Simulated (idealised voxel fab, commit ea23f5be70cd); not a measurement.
The following is a process module called voxel lift off.
FYI the section here is cut, 230 nm wide, cells are 5 nm squares.
Cross-section, as written here: a square-cell grid given band by band from the top down, where a band holds one or more rows of cells.
For a band, the entry starts with two heights in nm, that of the top and then that of the bottom, and carries on with the band's materials in order from left to right, each alongside its width in nm; the word "everywhere" beside a single material means it fills the band edge to edge, and "blank" means empty space.
Measure heights from 0. That's the level where, below it, the as-received wafer is all one material. The lowest band is bottomless and extends downward; write it as in "0..down".
Quick explanation for "30..40": the width changes in equal steps down the rows of cells, from the first number in the band's top row to the second number in its bottom row.
"no modifications" after a step means that no cell of the cross-section changed.
Entry "Closed void inventory" = empty spaces >= 8 cells with no open way to the top; each as width x height at distance, distance from left edge, all nm.
Step line, after settings: the simulator's comment on this step.
Steps that use a mask can have "overlay nm" on their line. It says how far the mask sat to the right of where it was meant to be. Negative means to the left.
Guide to the pairs. Each holds a before and an after cross-section around one process step; the after cross-section is cut off at the lowest band that changed. Look under the pair for the step between them and its settings. Pairs can come from different runs of this module on the same starting wafer, so a pair follows on from the one above it only where its entry headed "Pre-processing view" says it does.

## Pre-processing view
0..down | Si everywhere
Closed void inventory: none

## Sectional Result
15..0 | SiN everywhere
Below a height of 0, the structure has not been altered.
Closed void inventory: none
Operation between the pre and post cross-sections above: CONFORMAL_DEP [material SiN] [thk nm 15]

Pre-processing view: cross-section not repeated; it is the one shown after the step in the pair just above.

## Sectional Result
30..15 | 45 nm resist / 25 nm blank / 30 nm resist / 25 nm blank / 30 nm resist / 25 nm blank / 50 nm resist
Below a height of 15, the structure has not been altered.
Closed void inventory: none
Operation between the pre and post cross-sections above: PATTERN [tone open] [mask id LINES] [material resist] [width nm 25] [pitch nm 55] [thk nm 15] [overlay nm 0]

Pre-processing view: cross-section not repeated; it is the one shown after the step in the pair just above.

## Sectional Result
35..30 | 45 nm Ru / 25 nm blank / 30 nm Ru / 25 nm blank / 30 nm Ru / 25 nm blank / 50 nm Ru
30..20 | 45 nm resist / 25 nm blank / 30 nm resist / 25 nm blank / 30 nm resist / 25 nm blank / 50 nm resist
20..15 | 45 nm resist / 25 nm Ru / 30 nm resist / 25 nm Ru / 30 nm resist / 25 nm Ru / 50 nm resist
Below a height of 15, the structure has not been altered.
Closed void inventory: none
Operation between the pre and post cross-sections above: DIRECTIONAL_DEP [material Ru] [thk nm 5]

Pre-processing view: cross-section not repeated; it is the one shown after the step in the pair just above.

## Sectional Result
20..15 | 45 nm blank / 25 nm Ru / 30 nm blank / 25 nm Ru / 30 nm blank / 25 nm Ru / 50 nm blank
Below a height of 15, the structure has not been altered.
Closed void inventory: none
Operation between the pre and post cross-sections above: STRIP [etch materials resist]

Pre-processing view: cross-section not repeated; it is the one shown after the step in the pair just above.

## Sectional Result
30..25 | 35 nm blank / 45 nm SiO2 / 10 nm blank / 45 nm SiO2 / 10 nm blank / 45 nm SiO2 / 40 nm blank
25..20 | SiO2 everywhere
20..15 | 45 nm SiO2 / 25 nm Ru / 30 nm SiO2 / 25 nm Ru / 30 nm SiO2 / 25 nm Ru / 50 nm SiO2
Below a height of 15, the structure has not been altered.
Closed void inventory: none
Operation between the pre and post cross-sections above: CONFORMAL_DEP [material SiO2] [thk nm 10]

## Pre-processing view
0..down | Si everywhere
Closed void inventory: none

## Sectional Result
15..0 | 45 nm resist / 25 nm blank / 30 nm resist / 25 nm blank / 30 nm resist / 25 nm blank / 50 nm resist
Below a height of 0, the structure has not been altered.
Closed void inventory: none
Operation between the pre and post cross-sections above: PATTERN [tone open] [mask id LINES] [material resist] [width nm 25] [pitch nm 55] [thk nm 15] [overlay nm 0]

Pre-processing view: cross-section not repeated; it is the one shown after the step in the pair just above.

## Sectional Result
20..15 | 45 nm Ru / 25 nm blank / 30 nm Ru / 25 nm blank / 30 nm Ru / 25 nm blank / 50 nm Ru
15..5 | 45 nm resist / 25 nm blank / 30 nm resist / 25 nm blank / 30 nm resist / 25 nm blank / 50 nm resist
5..0 | 45 nm resist / 25 nm Ru / 30 nm resist / 25 nm Ru / 30 nm resist / 25 nm Ru / 50 nm resist
Below a height of 0, the structure has not been altered.
Closed void inventory: none
Operation between the pre and post cross-sections above: DIRECTIONAL_DEP [material Ru] [thk nm 5]

Pre-processing view: cross-section not repeated; it is the one shown after the step in the pair just above.

## Sectional Result
5..0 | 45 nm blank / 25 nm Ru / 30 nm blank / 25 nm Ru / 30 nm blank / 25 nm Ru / 50 nm blank
Below a height of 0, the structure has not been altered.
Closed void inventory: none
Operation between the pre and post cross-sections above: STRIP [etch materials resist]

Pre-processing view: cross-section not repeated; it is the one shown after the step in the pair just above.

## Sectional Result
15..10 | 35 nm blank / 45 nm SiO2 / 10 nm blank / 45 nm SiO2 / 10 nm blank / 45 nm SiO2 / 40 nm blank
10..5 | SiO2 everywhere
5..0 | 45 nm SiO2 / 25 nm Ru / 30 nm SiO2 / 25 nm Ru / 30 nm SiO2 / 25 nm Ru / 50 nm SiO2
Below a height of 0, the structure has not been altered.
Closed void inventory: none
Operation between the pre and post cross-sections above: CONFORMAL_DEP [material SiO2] [thk nm 10]

## Pre-processing view
15..0 | SiN everywhere
0..down | Si everywhere
Closed void inventory: none

## Sectional Result
30..0 | SiN everywhere
Below a height of 0, the structure has not been altered.
Closed void inventory: none
Operation between the pre and post cross-sections above: CONFORMAL_DEP [material SiN] [thk nm 15]

Pre-processing view: cross-section not repeated; it is the one shown after the step in the pair just above.

## Sectional Result
45..30 | 45 nm resist / 25 nm blank / 30 nm resist / 25 nm blank / 30 nm resist / 25 nm blank / 50 nm resist
Below a height of 30, the structure has not been altered.
Closed void inventory: none
Operation between the pre and post cross-sections above: PATTERN [tone open] [mask id LINES] [material resist] [width nm 25] [pitch nm 55] [thk nm 15] [overlay nm 0]

Pre-processing view: cross-section not repeated; it is the one shown after the step in the pair just above.

## Sectional Result
50..45 | 45 nm Ru / 25 nm blank / 30 nm Ru / 25 nm blank / 30 nm Ru / 25 nm blank / 50 nm Ru
45..35 | 45 nm resist / 25 nm blank / 30 nm resist / 25 nm blank / 30 nm resist / 25 nm blank / 50 nm resist
35..30 | 45 nm resist / 25 nm Ru / 30 nm resist / 25 nm Ru / 30 nm resist / 25 nm Ru / 50 nm resist
Below a height of 30, the structure has not been altered.
Closed void inventory: none
Operation between the pre and post cross-sections above: DIRECTIONAL_DEP [material Ru] [thk nm 5]

Pre-processing view: cross-section not repeated; it is the one shown after the step in the pair just above.

## Sectional Result
35..30 | 45 nm blank / 25 nm Ru / 30 nm blank / 25 nm Ru / 30 nm blank / 25 nm Ru / 50 nm blank
Below a height of 30, the structure has not been altered.
Closed void inventory: none
Operation between the pre and post cross-sections above: STRIP [etch materials resist]

Pre-processing view: cross-section not repeated; it is the one shown after the step in the pair just above.

## Sectional Result
45..40 | 35 nm blank / 45 nm SiO2 / 10 nm blank / 45 nm SiO2 / 10 nm blank / 45 nm SiO2 / 40 nm blank
40..35 | SiO2 everywhere
35..30 | 45 nm SiO2 / 25 nm Ru / 30 nm SiO2 / 25 nm Ru / 30 nm SiO2 / 25 nm Ru / 50 nm SiO2
Below a height of 30, the structure has not been altered.
Closed void inventory: none
Operation between the pre and post cross-sections above: CONFORMAL_DEP [material SiO2] [thk nm 10]

## Pre-processing view
20..15 | 45 nm blank / 25 nm Ru / 30 nm blank / 25 nm Ru / 30 nm blank / 25 nm Ru / 50 nm blank
15..0 | SiN everywhere
0..down | Si everywhere
Closed void inventory: none

## Sectional Result
25..20 | 40 nm blank / 35 nm SiO2 / 20 nm blank / 35 nm SiO2 / 20 nm blank / 35 nm SiO2 / 45 nm blank
20..15 | 45 nm SiO2 / 25 nm Ru / 30 nm SiO2 / 25 nm Ru / 30 nm SiO2 / 25 nm Ru / 50 nm SiO2
Below a height of 15, the structure has not been altered.
Closed void inventory: none
Operation between the pre and post cross-sections above: CONFORMAL_DEP [material SiO2] [thk nm 5]

## Pre-processing view
15..0 | SiN everywhere
0..down | Si everywhere
Closed void inventory: none

## Sectional Result
30..15 | 50 nm resist / 15 nm blank / 40 nm resist / 15 nm blank / 40 nm resist / 15 nm blank / 55 nm resist
Below a height of 15, the structure has not been altered.
Closed void inventory: none
Operation between the pre and post cross-sections above: PATTERN [tone open] [mask id LINES] [material resist] [width nm 15] [pitch nm 55] [thk nm 15] [overlay nm 0]

Pre-processing view: cross-section not repeated; it is the one shown after the step in the pair just above.

## Sectional Result
35..30 | 50 nm Ru / 15 nm blank / 40 nm Ru / 15 nm blank / 40 nm Ru / 15 nm blank / 55 nm Ru
30..20 | 50 nm resist / 15 nm blank / 40 nm resist / 15 nm blank / 40 nm resist / 15 nm blank / 55 nm resist
20..15 | 50 nm resist / 15 nm Ru / 40 nm resist / 15 nm Ru / 40 nm resist / 15 nm Ru / 55 nm resist
Below a height of 15, the structure has not been altered.
Closed void inventory: none
Operation between the pre and post cross-sections above: DIRECTIONAL_DEP [material Ru] [thk nm 5]

Pre-processing view: cross-section not repeated; it is the one shown after the step in the pair just above.

## Sectional Result
20..15 | 50 nm blank / 15 nm Ru / 40 nm blank / 15 nm Ru / 40 nm blank / 15 nm Ru / 55 nm blank
Below a height of 15, the structure has not been altered.
Closed void inventory: none
Operation between the pre and post cross-sections above: STRIP [etch materials resist]

Pre-processing view: cross-section not repeated; it is the one shown after the step in the pair just above.

## Sectional Result
30..25 | 40 nm blank / 35 nm SiO2 / 20 nm blank / 35 nm SiO2 / 20 nm blank / 35 nm SiO2 / 45 nm blank
25..20 | SiO2 everywhere
20..15 | 50 nm SiO2 / 15 nm Ru / 40 nm SiO2 / 15 nm Ru / 40 nm SiO2 / 15 nm Ru / 55 nm SiO2
Below a height of 15, the structure has not been altered.
Closed void inventory: none
Operation between the pre and post cross-sections above: CONFORMAL_DEP [material SiO2] [thk nm 10]

## Pre-processing view
15..0 | SiN everywhere
0..down | Si everywhere
Closed void inventory: none

## Sectional Result
30..15 | 35 nm resist / 25 nm blank / 30 nm resist / 25 nm blank / 30 nm resist / 25 nm blank / 60 nm resist
Below a height of 15, the structure has not been altered.
Closed void inventory: none
Operation between the pre and post cross-sections above: PATTERN [tone open] [mask id LINES] [material resist] [width nm 25] [pitch nm 55] [thk nm 15] [overlay nm -10]

Pre-processing view: cross-section not repeated; it is the one shown after the step in the pair just above.

## Sectional Result
35..30 | 35 nm Ru / 25 nm blank / 30 nm Ru / 25 nm blank / 30 nm Ru / 25 nm blank / 60 nm Ru
30..20 | 35 nm resist / 25 nm blank / 30 nm resist / 25 nm blank / 30 nm resist / 25 nm blank / 60 nm resist
20..15 | 35 nm resist / 25 nm Ru / 30 nm resist / 25 nm Ru / 30 nm resist / 25 nm Ru / 60 nm resist
Below a height of 15, the structure has not been altered.
Closed void inventory: none
Operation between the pre and post cross-sections above: DIRECTIONAL_DEP [material Ru] [thk nm 5]

Pre-processing view: cross-section not repeated; it is the one shown after the step in the pair just above.

## Sectional Result
20..15 | 35 nm blank / 25 nm Ru / 30 nm blank / 25 nm Ru / 30 nm blank / 25 nm Ru / 60 nm blank
Below a height of 15, the structure has not been altered.
Closed void inventory: none
Operation between the pre and post cross-sections above: STRIP [etch materials resist]

Pre-processing view: cross-section not repeated; it is the one shown after the step in the pair just above.

## Sectional Result
30..25 | 25 nm blank / 45 nm SiO2 / 10 nm blank / 45 nm SiO2 / 10 nm blank / 45 nm SiO2 / 50 nm blank
25..20 | SiO2 everywhere
20..15 | 35 nm SiO2 / 25 nm Ru / 30 nm SiO2 / 25 nm Ru / 30 nm SiO2 / 25 nm Ru / 60 nm SiO2
Below a height of 15, the structure has not been altered.
Closed void inventory: none
Operation between the pre and post cross-sections above: CONFORMAL_DEP [material SiO2] [thk nm 10]

## Pre-processing view
0..down | Si everywhere
Closed void inventory: none

## Sectional Result
15..0 | Ru everywhere
Below a height of 0, the structure has not been altered.
Closed void inventory: none
Operation between the pre and post cross-sections above: CONFORMAL_DEP [material Ru] [thk nm 15]

Pre-processing view: cross-section not repeated; it is the one shown after the step in the pair just above.

## Sectional Result
30..15 | 45 nm resist / 25 nm blank / 30 nm resist / 25 nm blank / 30 nm resist / 25 nm blank / 50 nm resist
Below a height of 15, the structure has not been altered.
Closed void inventory: none
Operation between the pre and post cross-sections above: PATTERN [tone open] [mask id LINES] [material resist] [width nm 25] [pitch nm 55] [thk nm 15] [overlay nm 0]

Pre-processing view: cross-section not repeated; it is the one shown after the step in the pair just above.

## Sectional Result
35..30 | 45 nm Ru / 25 nm blank / 30 nm Ru / 25 nm blank / 30 nm Ru / 25 nm blank / 50 nm Ru
30..20 | 45 nm resist / 25 nm blank / 30 nm resist / 25 nm blank / 30 nm resist / 25 nm blank / 50 nm resist
20..15 | 45 nm resist / 25 nm Ru / 30 nm resist / 25 nm Ru / 30 nm resist / 25 nm Ru / 50 nm resist
Below a height of 15, the structure has not been altered.
Closed void inventory: none
Operation between the pre and post cross-sections above: DIRECTIONAL_DEP [material Ru] [thk nm 5]

Pre-processing view: cross-section not repeated; it is the one shown after the step in the pair just above.

## Sectional Result
20..15 | 45 nm blank / 25 nm Ru / 30 nm blank / 25 nm Ru / 30 nm blank / 25 nm Ru / 50 nm blank
Below a height of 15, the structure has not been altered.
Closed void inventory: none
Operation between the pre and post cross-sections above: STRIP [etch materials resist]

Pre-processing view: cross-section not repeated; it is the one shown after the step in the pair just above.

## Sectional Result
30..25 | 35 nm blank / 45 nm SiO2 / 10 nm blank / 45 nm SiO2 / 10 nm blank / 45 nm SiO2 / 40 nm blank
25..20 | SiO2 everywhere
20..15 | 45 nm SiO2 / 25 nm Ru / 30 nm SiO2 / 25 nm Ru / 30 nm SiO2 / 25 nm Ru / 50 nm SiO2
Below a height of 15, the structure has not been altered.
Closed void inventory: none
Operation between the pre and post cross-sections above: CONFORMAL_DEP [material SiO2] [thk nm 10]

## Pre-processing view
15..0 | SiN everywhere
0..down | Si everywhere
Closed void inventory: none

## Sectional Result
30..15 | 45 nm blank / 25 nm resist / 30 nm blank / 25 nm resist / 30 nm blank / 25 nm resist / 50 nm blank
Below a height of 15, the structure has not been altered.
Closed void inventory: none
Operation between the pre and post cross-sections above: PATTERN [tone cover] [mask id LINES] [material resist] [width nm 25] [pitch nm 55] [thk nm 15] [overlay nm 0]

Pre-processing view: cross-section not repeated; it is the one shown after the step in the pair just above.

## Sectional Result
35..30 | 45 nm blank / 25 nm Ru / 30 nm blank / 25 nm Ru / 30 nm blank / 25 nm Ru / 50 nm blank
30..20 | 45 nm blank / 25 nm resist / 30 nm blank / 25 nm resist / 30 nm blank / 25 nm resist / 50 nm blank
20..15 | 45 nm Ru / 25 nm resist / 30 nm Ru / 25 nm resist / 30 nm Ru / 25 nm resist / 50 nm Ru
Below a height of 15, the structure has not been altered.
Closed void inventory: none
Operation between the pre and post cross-sections above: DIRECTIONAL_DEP [material Ru] [thk nm 5]

Pre-processing view: cross-section not repeated; it is the one shown after the step in the pair just above.

## Sectional Result
20..15 | 45 nm Ru / 25 nm blank / 30 nm Ru / 25 nm blank / 30 nm Ru / 25 nm blank / 50 nm Ru
Below a height of 15, the structure has not been altered.
Closed void inventory: none
Operation between the pre and post cross-sections above: STRIP [etch materials resist]

Pre-processing view: cross-section not repeated; it is the one shown after the step in the pair just above.

## Sectional Result
30..25 | 55 nm SiO2 / 5 nm blank / 50 nm SiO2 / 5 nm blank / 50 nm SiO2 / 5 nm blank / 60 nm SiO2
25..20 | SiO2 everywhere
20..15 | 45 nm Ru / 25 nm SiO2 / 30 nm Ru / 25 nm SiO2 / 30 nm Ru / 25 nm SiO2 / 50 nm Ru
Below a height of 15, the structure has not been altered.
Closed void inventory: none
Operation between the pre and post cross-sections above: CONFORMAL_DEP [material SiO2] [thk nm 10]
